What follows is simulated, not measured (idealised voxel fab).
process module | voxel trench capacitor
cross-section cut | 285 nm wide | cells 5 nm
A cross-section is a grid of square cells, given in bands from the top down. A band is one or more rows of cells.
Each band's line starts with the height of the band's top and of its bottom, in nm. Then come its materials from left to right, each with its width in nm. One material with "throughout" fills the band from edge to edge. "air" is empty space.
Height 0 is the level under which the wafer as received is all one material. The lowest band goes on downwards, as in "0 down".
A width such as "30 to 40" changes by the same amount from each row of cells to the next, from the band's top row to its bottom row.
"no change" after a step means that no cell of the cross-section changed.
closed voids: empty space of 8 cells or more with no open way to the top, each as width x height at its distance from the left edge, in nm
after a step's settings: what the simulator itself notes on the step
overlay nm, on a step with a mask: how far to the right of its planned place the mask lay; to the left if negative
plan
1 op RECEIVE | material Si
2 op CONFORMAL_DEP | material SiN | thk nm 5
3 op MASKED_ETCH | tone open | mask id TRENCH | width nm 25 | pitch nm 40 | etch materials SiN | depth nm 5 | overlay nm 0
4 op MASKED_ETCH | tone open | mask id TRENCH | width nm 25 | pitch nm 40 | etch materials Si | depth nm 35 | overlay nm 0
5 op CONFORMAL_DEP | material Al2O3 | thk nm 5
6 op CONFORMAL_DEP | material TiN | thk nm 5
7 op FILL_DEP | material W | thk nm 10
8 op CMP | height nm 5
as received, after step 1
  0 down: Si throughout
  closed voids: none
first wafer at the end, as planned
  5 to 0: SiN 70 | Al2O3 5 | TiN 5 | W 5 | TiN 5 | Al2O3 5 | SiN 15 | Al2O3 5 | TiN 5 | W 5 | TiN 5 | Al2O3 5 | SiN 15 | Al2O3 5 | TiN 5 | W 5 | TiN 5 | Al2O3 5 | SiN 15 | Al2O3 5 | TiN 5 | W 5 | TiN 5 | Al2O3 5 | SiN 70
  0 to -25: Si 70 | Al2O3 5 | TiN 5 | W 5 | TiN 5 | Al2O3 5 | Si 15 | Al2O3 5 | TiN 5 | W 5 | TiN 5 | Al2O3 5 | Si 15 | Al2O3 5 | TiN 5 | W 5 | TiN 5 | Al2O3 5 | Si 15 | Al2O3 5 | TiN 5 | W 5 | TiN 5 | Al2O3 5 | Si 70
  -25 to -30: Si 70 | Al2O3 5 | TiN 15 | Al2O3 5 | Si 15 | Al2O3 5 | TiN 15 | Al2O3 5 | Si 15 | Al2O3 5 | TiN 15 | Al2O3 5 | Si 15 | Al2O3 5 | TiN 15 | Al2O3 5 | Si 70
  -30 to -35: Si 70 | Al2O3 25 | Si 15 | Al2O3 25 | Si 15 | Al2O3 25 | Si 15 | Al2O3 25 | Si 70
  -35 down: Si throughout
  closed voids: none
second wafer at the end: like start, like plan, one mistake
  5 to 0: SiN 70 | TiN 5 | Al2O3 5 | W 5 | Al2O3 5 | TiN 5 | SiN 15 | TiN 5 | Al2O3 5 | W 5 | Al2O3 5 | TiN 5 | SiN 15 | TiN 5 | Al2O3 5 | W 5 | Al2O3 5 | TiN 5 | SiN 15 | TiN 5 | Al2O3 5 | W 5 | Al2O3 5 | TiN 5 | SiN 70
  0 to -25: Si 70 | TiN 5 | Al2O3 5 | W 5 | Al2O3 5 | TiN 5 | Si 15 | TiN 5 | Al2O3 5 | W 5 | Al2O3 5 | TiN 5 | Si 15 | TiN 5 | Al2O3 5 | W 5 | Al2O3 5 | TiN 5 | Si 15 | TiN 5 | Al2O3 5 | W 5 | Al2O3 5 | TiN 5 | Si 70
  -25 to -30: Si 70 | TiN 5 | Al2O3 15 | TiN 5 | Si 15 | TiN 5 | Al2O3 15 | TiN 5 | Si 15 | TiN 5 | Al2O3 15 | TiN 5 | Si 15 | TiN 5 | Al2O3 15 | TiN 5 | Si 70
  -30 to -35: Si 70 | TiN 25 | Si 15 | TiN 25 | Si 15 | TiN 25 | Si 15 | TiN 25 | Si 70
  -35 down: Si throughout
  closed voids: none
what went wrong: steps 5 and 6 were swapped
at the end the second wafer has, in cells: 16 fewer of Al2O3 | 16 more of TiN
